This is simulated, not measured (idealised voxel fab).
process module | voxel self aligned vias
Each square cell in cross-section cut measures 5 nm, and the section as a whole is 205 nm wide.
Cross-section spec: square-cell grid; bands listed top down; each band is one or more rows.
First you get the band's top height and its bottom height, in nm, and then the materials it's made of, left to right, with each width in nm. If you see a single material with "full width", that one covers the band edge to edge. "blank" is empty space.
Heights are measured from 0, the level below which the as-received wafer is all one material; the lowest band has no bottom and continues downward, written as in "0 nm and below".
Per-row width for "30..40": begins at first number (top row of band), ends at second number (bottom row), increment between rows held constant.
Step note "no modifications" = no cross-section cell changed.
"Completely enclosed voids" - sealed voids, min. 8 cells, no opening to top; format: width x height at distance (distance from left edge; nm throughout).
On each step's line, the part that comes after the settings is the simulator's own comment on the step.
You can add "overlay nm" to a step's line. For a step with a mask, it describes how far the mask lay to the right of its planned position, and a negative number describes a lay to the left.

Planned step list for the process:
1 RECEIVE, material Si
2 CONFORMAL_DEP, material SiO2, thk nm 10
3 CONFORMAL_DEP, material SiCN, thk nm 5
4 DIRECTIONAL_DEP, material lowk, thk nm 30
5 DIRECTIONAL_DEP, material aC, thk nm 10
6 PATTERN, tone open, mask id LINES, material resist, width nm 25, pitch nm 60, thk nm 25, overlay nm 0
7 DIRECTIONAL_ETCH, etch materials aC, depth nm 10
8 STRIP, etch materials resist
9 DIRECTIONAL_ETCH, etch materials lowk, depth nm 30
10 STRIP, etch materials aC
11 CONFORMAL_DEP, material TiN, thk nm 5
12 FILL_DEP, material W, thk nm 5
13 CMP, height nm 45
14 SELECTIVE_ETCH, etch materials W Ru TiN, depth nm 10
15 FILL_DEP, material SiN, thk nm 10
16 CMP, height nm 45
17 DIRECTIONAL_DEP, material lowk, thk nm 15
18 PATTERN, tone open, mask id VIAS, material resist, width nm 45, pitch nm 60, thk nm 15, overlay nm 0
19 DIRECTIONAL_ETCH, etch materials lowk, depth nm 15
20 DIRECTIONAL_ETCH, etch materials SiN, depth nm 10
21 STRIP, etch materials resist
22 CONFORMAL_DEP, material TiN, thk nm 5
23 FILL_DEP, material Ru, thk nm 10
24 CMP, height nm 60
25 CONFORMAL_DEP, material SiN, thk nm 5

Cross-section of the wafer as it came to us, i.e., already through step 1:
    0 nm and below: Si full width
    Completely enclosed voids: none

End-of-module XS, first of two wafers, run as planned:
    65 nm to 60 nm: SiN full width
    60 nm to 50 nm: 50 nm lowk / 5 nm TiN / 35 nm Ru / 5 nm TiN / 15 nm lowk / 5 nm TiN / 35 nm Ru / 5 nm TiN / 50 nm lowk
    50 nm to 40 nm: 50..60 nm lowk / 15..5 nm TiN / 15 nm Ru / 15..5 nm TiN / 15..35 nm lowk / 15..5 nm TiN / 15 nm Ru / 15..5 nm TiN / 50..60 nm lowk
    40 nm to 35 nm: 60 nm lowk / 25 nm TiN / 35 nm lowk / 25 nm TiN / 60 nm lowk
    35 nm to 20 nm: 60 nm lowk / 5 nm TiN / 15 nm W / 5 nm TiN / 35 nm lowk / 5 nm TiN / 15 nm W / 5 nm TiN / 60 nm lowk
    20 nm to 15 nm: 60 nm lowk / 25 nm TiN / 35 nm lowk / 25 nm TiN / 60 nm lowk
    15 nm to 10 nm: SiCN full width
    10 nm to 0 nm: SiO2 full width
    0 nm and below: Si full width
    Completely enclosed voids: none

End-of-module cross-section of the second wafer: identical starting point and process plan to the first, with one processing mistake:
    65 nm to 60 nm: SiN full width
    60 nm to 50 nm: 50 nm lowk / 5 nm TiN / 35 nm Ru / 5 nm TiN / 15 nm lowk / 5 nm TiN / 35 nm Ru / 5 nm TiN / 50 nm lowk
    50 nm to 45 nm: 50 nm lowk / 20 nm TiN / 5 nm Ru / 20 nm TiN / 15 nm lowk / 20 nm TiN / 5 nm Ru / 20 nm TiN / 50 nm lowk
    45 nm to 40 nm: 60 nm lowk / 5 nm SiCN / 5 nm TiN / 5 nm Ru / 5 nm TiN / 5 nm SiCN / 35 nm lowk / 5 nm SiCN / 5 nm TiN / 5 nm Ru / 5 nm TiN / 5 nm SiCN / 60 nm lowk
    40 nm to 35 nm: 60 nm lowk / 5 nm SiCN / 15 nm TiN / 5 nm SiCN / 35 nm lowk / 5 nm SiCN / 15 nm TiN / 5 nm SiCN / 60 nm lowk
    35 nm to 20 nm: 60 nm lowk / 5 nm SiCN / 15 nm W / 5 nm SiCN / 35 nm lowk / 5 nm SiCN / 15 nm W / 5 nm SiCN / 60 nm lowk
    20 nm to 15 nm: 60 nm lowk / 25 nm SiCN / 35 nm lowk / 25 nm SiCN / 60 nm lowk
    15 nm to 10 nm: SiCN full width
    10 nm to 0 nm: SiO2 full width
    0 nm and below: Si full width
    Completely enclosed voids: none
what went wrong: step 11 was not run as planned; what actually ran was CONFORMAL_DEP, material SiCN, thk nm 5
Wafer comparison, final, in cells, second relative to first, materials more or fewer: Ru -8, SiCN +30, TiN -22
